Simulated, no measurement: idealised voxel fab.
The following process module bears the name voxel transistor to metal.
cross-section cut | 280 nm wide | cells 5 nm
In this document a cross-section is written as a grid of square cells. It is given as a series of bands, listed from the top down, and a band is one or more rows of cells.
Basically the band line says how high the top is and how high the bottom is, in nm, and then what's in it from left to right, every material with its width in nm. Empty space shows up as "blank", and if a single material carries "everywhere" it runs the full band edge to edge.
A quick word on heights: they are counted from 0, and under that level the wafer as it came to us is one material throughout. The lowest band is different from the rest in having no bottom; it simply continues downward, written as in "0 nm and below".
The expression "30..40" gives the width at the extremes of the band, the first number at its top row of cells and the second at its bottom row, with the width changing by equal amounts from each row to the next in between.
"changes: none" -> step changed no cross-section cell.
Basically, "Voids, sealed" tells you about the enclosed voids: empty spaces with no open way to the top, 8 cells or bigger, each written width x height at distance, where distance is from the left edge, all in nm.
The remark found on a step's line after its settings is issued by the simulator itself and pertains to that step.
You can add "overlay nm" to a step's line. For a step with a mask, it describes how far the mask lay to the right of its planned position, and a negative number describes a lay to the left.

[This section lists the process steps that were planned]
step 1: RECEIVE, material Si
step 2: OXIDIZE, depth nm 5
step 3: CONFORMAL_DEP, material SiN, thk nm 15
step 4: DIRECTIONAL_DEP, material aC, thk nm 10
step 5: PATTERN, tone cover, mask id ACTIVE, material resist, width nm 100, pitch nm 125, thk nm 30, overlay nm 0
step 6: DIRECTIONAL_ETCH, etch materials aC, depth nm 10
step 7: STRIP, etch materials resist
step 8: DIRECTIONAL_ETCH, etch materials SiN, depth nm 15
step 9: DIRECTIONAL_ETCH, etch materials SiO2, depth nm 5
step 10: DIRECTIONAL_ETCH, etch materials Si, depth nm 35
step 11: STRIP, etch materials aC
step 12: OXIDIZE, depth nm 5
step 13: FILL_DEP, material SiO2, thk nm 5
step 14: CMP, height nm 15
step 15: SELECTIVE_ETCH, etch materials SiO2, depth nm 15
step 16: STRIP, etch materials SiN
step 17: SELECTIVE_ETCH, etch materials SiO2, depth nm 5
step 18: OXIDIZE, depth nm 5
step 19: DIRECTIONAL_DEP, material polySi, thk nm 20
step 20: DIRECTIONAL_DEP, material SiCN, thk nm 15
step 21: DIRECTIONAL_DEP, material aC, thk nm 10
step 22: PATTERN, tone cover, mask id GATE, material resist, width nm 20, pitch nm 125, thk nm 30, overlay nm 0
step 23: DIRECTIONAL_ETCH, etch materials aC, depth nm 10
step 24: STRIP, etch materials resist
step 25: DIRECTIONAL_ETCH, etch materials SiCN, depth nm 25
step 26: DIRECTIONAL_ETCH, etch materials polySi, depth nm 30
step 27: STRIP, etch materials aC
step 28: CONFORMAL_DEP, material SiO2, thk nm 5
step 29: DIRECTIONAL_ETCH, etch materials SiO2, depth nm 5
step 30: CONFORMAL_DEP, material SiN, thk nm 10
step 31: DIRECTIONAL_ETCH, etch materials SiN, depth nm 10
step 32: DIRECTIONAL_ETCH, etch materials SiO2, depth nm 5
step 33: DIRECTIONAL_ETCH, etch materials Si, depth nm 5
step 34: EPI, material SiGe, thk nm 10
step 35: FILL_DEP, material SiO2, thk nm 10
step 36: CMP, height nm 30
step 37: DIRECTIONAL_DEP, material SiO2, thk nm 15
step 38: DIRECTIONAL_DEP, material aC, thk nm 15
step 39: PATTERN, tone open, mask id CONTACT, material resist, width nm 25, thk nm 35, overlay nm 0
step 40: DIRECTIONAL_ETCH, etch materials aC, depth nm 15
step 41: STRIP, etch materials resist
step 42: DIRECTIONAL_ETCH, etch materials SiO2, depth nm 50
step 43: STRIP, etch materials aC
step 44: CONFORMAL_DEP, material TiN, thk nm 5
step 45: FILL_DEP, material Ru, thk nm 10
step 46: CMP, height nm 45
step 47: DIRECTIONAL_DEP, material TiN, thk nm 5
step 48: DIRECTIONAL_DEP, material Ru, thk nm 15
step 49: DIRECTIONAL_DEP, material aC, thk nm 10
step 50: PATTERN, tone cover, mask id METAL_1, material resist, width nm 15, thk nm 25, overlay nm 0
step 51: DIRECTIONAL_ETCH, etch materials aC, depth nm 10
step 52: STRIP, etch materials resist
step 53: DIRECTIONAL_ETCH, etch materials Ru, depth nm 15
step 54: DIRECTIONAL_ETCH, etch materials TiN, depth nm 5
step 55: STRIP, etch materials aC
step 56: CONFORMAL_DEP, material SiCN, thk nm 5
step 57: FILL_DEP, material lowk, thk nm 10
step 58: CMP, height nm 65
step 59: CONFORMAL_DEP, material SiN, thk nm 5

[Cross-section: wafer on arrival = after step 1]
  0 nm and below = Si everywhere
  Voids, sealed: none

[Cross-sectional image of the first of two wafers at the end of the module, the run having proceeded as planned]
  70 nm to 65 nm = SiN everywhere
  65 nm to 50 nm = lowk=30, SiCN=5, Ru=15, SiCN=5, lowk=40, SiCN=5, Ru=15, SiCN=5, lowk=35, SiCN=5, Ru=15, SiCN=5, lowk=40, SiCN=5, Ru=15, SiCN=5, lowk=35
  50 nm to 45 nm = SiCN=35, TiN=15, SiCN=50, TiN=15, SiCN=45, TiN=15, SiCN=50, TiN=15, SiCN=40
  45 nm to 35 nm = SiO2=35, TiN=5, Ru=15, TiN=5, SiO2=30, TiN=5, Ru=15, TiN=5, SiO2=45, TiN=5, Ru=15, TiN=5, SiO2=30, TiN=5, Ru=15, TiN=5, SiO2=40
  35 nm to 30 nm = SiO2=35, TiN=5, Ru=5, TiN=15, SiO2=30, TiN=15, Ru=5, TiN=5, SiO2=45, TiN=5, Ru=5, TiN=15, SiO2=30, TiN=15, Ru=5, TiN=5, SiO2=40
  30 nm to 15 nm = SiO2=35, TiN=5, Ru=5, TiN=5, SiN=10, SiO2=5, SiCN=20, SiO2=5, SiN=10, TiN=5, Ru=5, TiN=5, SiO2=45, TiN=5, Ru=5, TiN=5, SiN=10, SiO2=5, SiCN=20, SiO2=5, SiN=10, TiN=5, Ru=5, TiN=5, SiO2=40
  15 nm to 5 nm = SiO2=35, TiN=5, Ru=5, TiN=5, SiN=10, SiO2=5, polySi=20, SiO2=5, SiN=10, TiN=5, Ru=5, TiN=5, SiO2=45, TiN=5, Ru=5, TiN=5, SiN=10, SiO2=5, polySi=20, SiO2=5, SiN=10, TiN=5, Ru=5, TiN=5, SiO2=40
  5 nm to 0 nm = SiO2=35, TiN=15, SiN=10, SiO2=5, polySi=20, SiO2=5, SiN=10, TiN=15, SiO2=45, TiN=15, SiN=10, SiO2=5, polySi=20, SiO2=5, SiN=10, TiN=15, SiO2=40
  0 nm to -5 nm = SiO2=35, TiN=5, SiGe=10, SiN=10, SiO2=5, polySi=20, SiO2=5, SiN=10, SiGe=10, TiN=5, SiO2=45, TiN=5, SiGe=10, SiN=10, SiO2=5, polySi=20, SiO2=5, SiN=10, SiGe=10, TiN=5, SiO2=40
  -5 nm to -10 nm = SiO2=25, SiGe=25, SiO2=50, SiGe=25, SiO2=25, SiGe=25, SiO2=50, SiGe=25, SiO2=30
  -10 nm to -15 nm = SiO2=30, SiGe=20, Si=50, SiGe=20, SiO2=35, SiGe=20, Si=50, SiGe=20, SiO2=35
  -15 nm to -45 nm = SiO2=30, Si=90, SiO2=35, Si=90, SiO2=35
  -45 nm and below = Si everywhere
  Voids, sealed: none

[So this is wafer number two of the two, cut at the end of the module - it started where the first did and had the same plan, we just got one thing wrong running it]
  70 nm to 65 nm = SiN everywhere
  65 nm to 50 nm = lowk=30, SiCN=5, Ru=15, SiCN=5, lowk=40, SiCN=5, Ru=15, SiCN=5, lowk=35, SiCN=5, Ru=15, SiCN=5, lowk=40, SiCN=5, Ru=15, SiCN=5, lowk=35
  50 nm to 45 nm = SiCN=35, TiN=15, SiCN=50, TiN=15, SiCN=45, TiN=15, SiCN=50, TiN=15, SiCN=40
  45 nm to 35 nm = SiO2=30, TiN=5, Ru=25, TiN=5, SiO2=20, TiN=5, Ru=25, TiN=5, SiO2=35, TiN=5, Ru=25, TiN=5, SiO2=20, TiN=5, Ru=25, TiN=5, SiO2=35
  35 nm to 30 nm = SiO2=30, TiN=5, Ru=10, TiN=20, SiO2=20, TiN=20, Ru=10, TiN=5, SiO2=35, TiN=5, Ru=10, TiN=20, SiO2=20, TiN=20, Ru=10, TiN=5, SiO2=35
  30 nm to 15 nm = SiO2=30, TiN=5, Ru=10, TiN=5, SiN=10, TiN=5, SiCN=20, TiN=5, SiN=10, TiN=5, Ru=10, TiN=5, SiO2=35, TiN=5, Ru=10, TiN=5, SiN=10, TiN=5, SiCN=20, TiN=5, SiN=10, TiN=5, Ru=10, TiN=5, SiO2=35
  15 nm to 5 nm = SiO2=30, TiN=5, Ru=10, TiN=5, SiN=10, TiN=5, polySi=20, TiN=5, SiN=10, TiN=5, Ru=10, TiN=5, SiO2=35, TiN=5, Ru=10, TiN=5, SiN=10, TiN=5, polySi=20, TiN=5, SiN=10, TiN=5, Ru=10, TiN=5, SiO2=35
  5 nm to 0 nm = SiO2=30, TiN=20, SiN=10, TiN=5, polySi=20, TiN=5, SiN=10, TiN=20, SiO2=35, TiN=20, SiN=10, TiN=5, polySi=20, TiN=5, SiN=10, TiN=20, SiO2=35
  0 nm to -5 nm = SiO2=30, TiN=10, SiGe=10, SiN=10, TiN=5, polySi=20, TiN=5, SiN=10, SiGe=10, TiN=10, SiO2=35, TiN=10, SiGe=10, SiN=10, TiN=5, polySi=20, TiN=5, SiN=10, SiGe=10, TiN=10, SiO2=35
  -5 nm to -10 nm = SiO2=25, SiGe=25, SiO2=50, SiGe=25, SiO2=25, SiGe=25, SiO2=50, SiGe=25, SiO2=30
  -10 nm to -15 nm = SiO2=30, SiGe=20, Si=50, SiGe=20, SiO2=35, SiGe=20, Si=50, SiGe=20, SiO2=35
  -15 nm to -45 nm = SiO2=30, Si=90, SiO2=35, Si=90, SiO2=35
  -45 nm and below = Si everywhere
  Voids, sealed: none
Finding, execution versus plan: off-plan run, step 39, actual operation and settings PATTERN, tone open, mask id CONTACT, material resist, width nm 35, thk nm 35, overlay nm 0
Final difference in cells, second wafer against first, listed per material as more or fewer: +40 Ru, -80 SiO2, +40 TiN
